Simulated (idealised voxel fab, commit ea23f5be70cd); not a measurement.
Process module, titled voxel trench capacitor
The cross-section shown here is cut; it is 285 nm wide and divided into square cells measuring 5 nm on a side.
We lay out every cross-section as a grid of square cells and spell it out in bands from the top down, where one band means one or more rows of cells. The entry gives the band's vertical extent as a top height and a bottom height in nm, then its horizontal make-up as materials from left to right, each with a width in nm. "air" stands for empty space; a single material marked "all across" fills the band edge to edge. Below 0: as-received wafer, all one material; heights counted from there. Lowest band: no bottom, goes on down, written "0 nm and below". Width "30 to 40": first value at the band's top row of cells, second value at its bottom row, equal change from row to row. Given "left unchanged" for a step, no cell of the cross-section differs between before and after that step. "Closed internal voids": sealed empty spaces, 8 cells or more, no open way to top, listed width x height at distance, with distance from the left edge and width, height and distance in nm. Text after the settings on a step's line: the simulator's own remark on that step. "overlay nm" on a masked step: distance the mask lay right of its planned place, negative for left.

Process steps (planned)
- 1: RECEIVE | material Si
- 2: CONFORMAL_DEP | material SiN | thk nm 5
- 3: DIRECTIONAL_DEP | material aC | thk nm 10
- 4: PATTERN | tone open | mask id TRENCH | material resist | width nm 25 | pitch nm 40 | thk nm 30 | overlay nm 0
- 5: DIRECTIONAL_ETCH | etch materials aC | depth nm 10
- 6: STRIP | etch materials resist
- 7: DIRECTIONAL_ETCH | etch materials SiN | depth nm 5
- 8: DIRECTIONAL_ETCH | etch materials Si | depth nm 40
- 9: STRIP | etch materials aC
- 10: CONFORMAL_DEP | material Al2O3 | thk nm 5
- 11: CONFORMAL_DEP | material TiN | thk nm 5
- 12: FILL_DEP | material W | thk nm 10
- 13: CMP | height nm 5

Shown in cross-section is the wafer as received, that is, as it stands after step 1
	0 nm and below: Si all across
	Closed internal voids: none

As-planned run: cross-section of the first of two wafers at end of module
	5 nm to 0 nm: SiN: 110 | Al2O3: 5 | TiN: 5 | W: 5 | TiN: 5 | Al2O3: 5 | SiN: 15 | Al2O3: 5 | TiN: 5 | W: 5 | TiN: 5 | Al2O3: 5 | SiN: 110
	0 nm to -30 nm: Si: 110 | Al2O3: 5 | TiN: 5 | W: 5 | TiN: 5 | Al2O3: 5 | Si: 15 | Al2O3: 5 | TiN: 5 | W: 5 | TiN: 5 | Al2O3: 5 | Si: 110
	-30 nm to -35 nm: Si: 110 | Al2O3: 5 | TiN: 15 | Al2O3: 5 | Si: 15 | Al2O3: 5 | TiN: 15 | Al2O3: 5 | Si: 110
	-35 nm to -40 nm: Si: 110 | Al2O3: 25 | Si: 15 | Al2O3: 25 | Si: 110
	-40 nm and below: Si all across
	Closed internal voids: none

Cross-section, wafer two of two, end of module: same start and plan as wafer one, one error in execution
	5 nm to 0 nm: SiN: 110 | Al2O3: 5 | TiN: 5 | W: 5 | TiN: 5 | Al2O3: 5 | SiN: 15 | Al2O3: 5 | TiN: 5 | W: 5 | TiN: 5 | Al2O3: 5 | SiN: 110
	0 nm to -35 nm: Si: 110 | Al2O3: 5 | TiN: 5 | W: 5 | TiN: 5 | Al2O3: 5 | Si: 15 | Al2O3: 5 | TiN: 5 | W: 5 | TiN: 5 | Al2O3: 5 | Si: 110
	-35 nm to -40 nm: Si: 110 | Al2O3: 5 | TiN: 15 | Al2O3: 5 | Si: 15 | Al2O3: 5 | TiN: 15 | Al2O3: 5 | Si: 110
	-40 nm to -45 nm: Si: 110 | Al2O3: 25 | Si: 15 | Al2O3: 25 | Si: 110
	-45 nm and below: Si all across
	Closed internal voids: none
Processing error: step 8 deviated from plan and actually ran as DIRECTIONAL_ETCH | etch materials Si | depth nm 45
End of process, cell counts, second wafer against first, materials with more or fewer: Al2O3: 4 more; Si: 10 fewer; TiN: 4 more; W: 2 more
